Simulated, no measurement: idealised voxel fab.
A process module follows: voxel capacitor over wiring.
Pictured: cross-section cut, 290 nm wide, on a grid of 5 nm square cells.
Cross-section format: a grid of square cells, given as bands from top to bottom; each band is one or more rows of cells.
This entry defines a band. It first specifies the height of the band's top and the height of its bottom in nm, and then specifies the band's materials from left to right, stating each material with its width in nm. The word "everywhere" identifies a single material that fills the band from edge to edge, while the word "blank" identifies empty space.
Heights are measured from 0, the level below which the as-received wafer is all one material; the lowest band has no bottom and continues downward, written as in "0 nm and below".
The notation "30 to 40" denotes a width that varies across the rows of cells in the band, beginning at the first number in the top row, finishing at the second number in the bottom row, and changing by an identical amount from each row to the next.
Key: "no alterations made" - step with no changed cell in the cross-section.
"Enclosed void list": empty spaces of 8 cells or more with no open way to the top, each given as width x height at distance, distance from the left edge, all in nm.
Where a step's line continues beyond its settings, the continuation is a remark by the simulator itself on that step.
overlay nm: mask right of planned place by this much (step with mask). Neg. = left.
Here's what the planned process steps look like:
1. RECEIVE | material Si
2. CONFORMAL_DEP | material SiO2 | thk nm 15
3. DIRECTIONAL_DEP | material TiN | thk nm 5
4. DIRECTIONAL_DEP | material W | thk nm 25
5. DIRECTIONAL_DEP | material aC | thk nm 15
6. PATTERN | tone cover | mask id METAL_1 | material resist | width nm 30 | pitch nm 90 | thk nm 30 | overlay nm 0
7. DIRECTIONAL_ETCH | etch materials aC | depth nm 15
8. STRIP | etch materials resist
9. DIRECTIONAL_ETCH | etch materials W | depth nm 25
10. DIRECTIONAL_ETCH | etch materials TiN | depth nm 5
11. STRIP | etch materials aC
12. FILL_DEP | material SiO2 | thk nm 5
13. CMP | height nm 45
14. CONFORMAL_DEP | material SiCN | thk nm 5
15. DIRECTIONAL_DEP | material lowk | thk nm 20
16. MASKED_ETCH | tone open | mask id PLUG_1 | width nm 15 | etch materials lowk | depth nm 20 | overlay nm 0
17. MASKED_ETCH | tone open | mask id PLUG_1 | width nm 15 | etch materials SiCN | depth nm 5 | overlay nm 0
18. CONFORMAL_DEP | material TiN | thk nm 5
19. FILL_DEP | material W | thk nm 10
20. CMP | height nm 70
21. DIRECTIONAL_DEP | material TiN | thk nm 10
22. DIRECTIONAL_DEP | material Al2O3 | thk nm 5
23. DIRECTIONAL_DEP | material TiN | thk nm 10
24. DIRECTIONAL_DEP | material aC | thk nm 15
25. PATTERN | tone cover | mask id UPPER_PLATE | material resist | width nm 65 | thk nm 35 | overlay nm 0
26. DIRECTIONAL_ETCH | etch materials aC | depth nm 15
27. STRIP | etch materials resist
28. DIRECTIONAL_ETCH | etch materials TiN | depth nm 10
29. DIRECTIONAL_ETCH | etch materials Al2O3 | depth nm 5
30. STRIP | etch materials aC
31. PATTERN | tone cover | mask id LOWER_PLATE | material resist | width nm 75 | thk nm 15 | overlay nm 0
32. DIRECTIONAL_ETCH | etch materials TiN | depth nm 10
33. STRIP | etch materials resist
34. FILL_DEP | material SiO2 | thk nm 15
35. CMP | height nm 105
36. MASKED_ETCH | tone open | mask id PLUG_2 | width nm 15 | etch materials SiO2 | depth nm 10 | overlay nm 0
37. CONFORMAL_DEP | material TiN | thk nm 5
38. FILL_DEP | material Cu | thk nm 5
39. CMP | height nm 105
40. CONFORMAL_DEP | material SiCN | thk nm 5
As-received wafer cross-section (after step 1):
* 0 nm and below  Si everywhere
* Enclosed void list: none
First wafer at the end, as planned:
* 110 nm to 105 nm  SiCN everywhere
* 105 nm to 100 nm  SiO2: 110; TiN: 5; Cu: 5; TiN: 5; SiO2: 165
* 100 nm to 95 nm  SiO2: 110; TiN: 15; SiO2: 165
* 95 nm to 85 nm  SiO2: 100; TiN: 65; SiO2: 125
* 85 nm to 80 nm  SiO2: 100; Al2O3: 65; SiO2: 125
* 80 nm to 70 nm  SiO2: 95; TiN: 75; SiO2: 120
* 70 nm to 50 nm  lowk: 100; TiN: 5; W: 5; TiN: 5; lowk: 175
* 50 nm to 45 nm  SiCN: 100; TiN: 15; SiCN: 175
* 45 nm to 20 nm  SiO2: 85; W: 30; SiO2: 60; W: 30; SiO2: 85
* 20 nm to 15 nm  SiO2: 85; TiN: 30; SiO2: 60; TiN: 30; SiO2: 85
* 15 nm to 0 nm  SiO2 everywhere
* 0 nm and below  Si everywhere
* Enclosed void list: none
Second wafer through the module, sectioned at the end: same beginning and same plan as the first wafer, with one mistake in carrying it out:
* 110 nm to 105 nm  SiCN everywhere
* 105 nm to 100 nm  SiO2: 110; TiN: 5; Cu: 5; TiN: 5; SiO2: 165
* 100 nm to 95 nm  SiO2: 110; TiN: 15; SiO2: 165
* 95 nm to 85 nm  SiO2: 100; TiN: 65; SiO2: 125
* 85 nm to 80 nm  SiO2: 100; Al2O3: 65; SiO2: 125
* 80 nm to 70 nm  Al2O3 everywhere
* 70 nm to 50 nm  lowk: 100; TiN: 5; W: 5; TiN: 5; lowk: 175
* 50 nm to 45 nm  SiCN: 100; TiN: 15; SiCN: 175
* 45 nm to 20 nm  SiO2: 85; W: 30; SiO2: 60; W: 30; SiO2: 85
* 20 nm to 15 nm  SiO2: 85; TiN: 30; SiO2: 60; TiN: 30; SiO2: 85
* 15 nm to 0 nm  SiO2 everywhere
* 0 nm and below  Si everywhere
* Enclosed void list: none
Short version of what went wrong: step 21 was not run as planned; what actually ran was DIRECTIONAL_DEP | material Al2O3 | thk nm 10
Materials where the second wafer ends with more or fewer cells than the first: Al2O3 +116; SiO2 -86; TiN -30
